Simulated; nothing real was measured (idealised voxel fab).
process module | voxel capacitor over wiring
cross-section cut | 270 nm wide | cells 5 nm
A cross-section is a grid of square cells, given in bands from the top down. A band is one or more rows of cells.
Each band's line starts with the height of the band's top and of its bottom, in nm. Then come its materials from left to right, each with its width in nm. One material with "throughout" fills the band from edge to edge. "air" is empty space.
Height 0 is the level under which the wafer as received is all one material. The lowest band goes on downwards, as in "0 down".
A width such as "30 to 40" changes by the same amount from each row of cells to the next, from the band's top row to its bottom row.
"no change" after a step means that no cell of the cross-section changed.
closed voids: empty space of 8 cells or more with no open way to the top, each as width x height at its distance from the left edge, in nm
after a step's settings: what the simulator itself notes on the step
overlay nm, on a step with a mask: how far to the right of its planned place the mask lay; to the left if negative
plan
1 op RECEIVE | material Si
2 op CONFORMAL_DEP | material SiO2 | thk nm 15
3 op CONFORMAL_DEP | material SiCN | thk nm 5
4 op DIRECTIONAL_DEP | material SiO2 | thk nm 25
5 op MASKED_ETCH | tone open | mask id METAL_1 | width nm 20 | pitch nm 90 | etch materials SiO2 | depth nm 25 | overlay nm 0
6 op MASKED_ETCH | tone open | mask id METAL_1 | width nm 20 | pitch nm 90 | etch materials SiCN | depth nm 5 | overlay nm 0
7 op CONFORMAL_DEP | material TiN | thk nm 5
8 op FILL_DEP | material Cu | thk nm 10
9 op CMP | height nm 45
10 op EPI | material Ru | thk nm 5
11 op FILL_DEP | material SiCN | thk nm 5
12 op DIRECTIONAL_DEP | material lowk | thk nm 10
13 op MASKED_ETCH | tone open | mask id PLUG_1 | width nm 15 | etch materials lowk | depth nm 10 | overlay nm 0
14 op MASKED_ETCH | tone open | mask id PLUG_1 | width nm 15 | etch materials SiCN | depth nm 5 | overlay nm 0
15 op CONFORMAL_DEP | material TiN | thk nm 5
16 op FILL_DEP | material W | thk nm 10
17 op CMP | height nm 65
18 op DIRECTIONAL_DEP | material TiN | thk nm 5
19 op DIRECTIONAL_DEP | material HfO2 | thk nm 5
20 op DIRECTIONAL_DEP | material TiN | thk nm 10
21 op MASKED_ETCH | tone cover | mask id UPPER_PLATE | width nm 75 | etch materials TiN | depth nm 10 | overlay nm 0
22 op MASKED_ETCH | tone cover | mask id UPPER_PLATE | width nm 75 | etch materials HfO2 | depth nm 5 | overlay nm 0
23 op MASKED_ETCH | tone cover | mask id LOWER_PLATE | width nm 85 | etch materials TiN | depth nm 5 | overlay nm 0
24 op FILL_DEP | material SiO2 | thk nm 20
25 op CMP | height nm 100
26 op MASKED_ETCH | tone open | mask id PLUG_2 | width nm 15 | etch materials SiO2 | depth nm 15 | overlay nm 0
27 op CONFORMAL_DEP | material TiN | thk nm 5
28 op FILL_DEP | material W | thk nm 10
29 op CMP | height nm 100
30 op CONFORMAL_DEP | material SiCN | thk nm 5
as received, after step 1
  0 down: Si throughout
  closed voids: none
a wafer at the end: this start, this plan, one mistake
  120 to 115: SiCN throughout
  115 to 105: W throughout
  105 to 100: TiN 100 | W 5 | TiN 165
  100 to 90: SiO2 95 | TiN 5 | W 5 | TiN 5 | SiO2 160
  90 to 85: SiO2 95 | TiN 15 | SiO2 160
  85 to 75: SiO2 85 | TiN 75 | SiO2 110
  75 to 70: SiO2 85 | HfO2 75 | SiO2 110
  70 to 65: SiO2 80 | TiN 85 | SiO2 105
  65 to 55: lowk 85 | TiN 5 | W 5 | TiN 5 | lowk 170
  55 to 50: SiCN 85 | TiN 15 | SiCN 170
  50 to 45: SiCN 75 | Ru 30 | SiCN 60 | Ru 30 | SiCN 75
  45 to 20: SiO2 80 | TiN 5 | Cu 10 | TiN 5 | SiO2 70 | TiN 5 | Cu 10 | TiN 5 | SiO2 80
  20 to 15: SiCN 80 | TiN 20 | SiCN 70 | TiN 20 | SiCN 80
  15 to 0: SiO2 throughout
  0 down: Si throughout
  closed voids: none
what went wrong: step 29 was left out
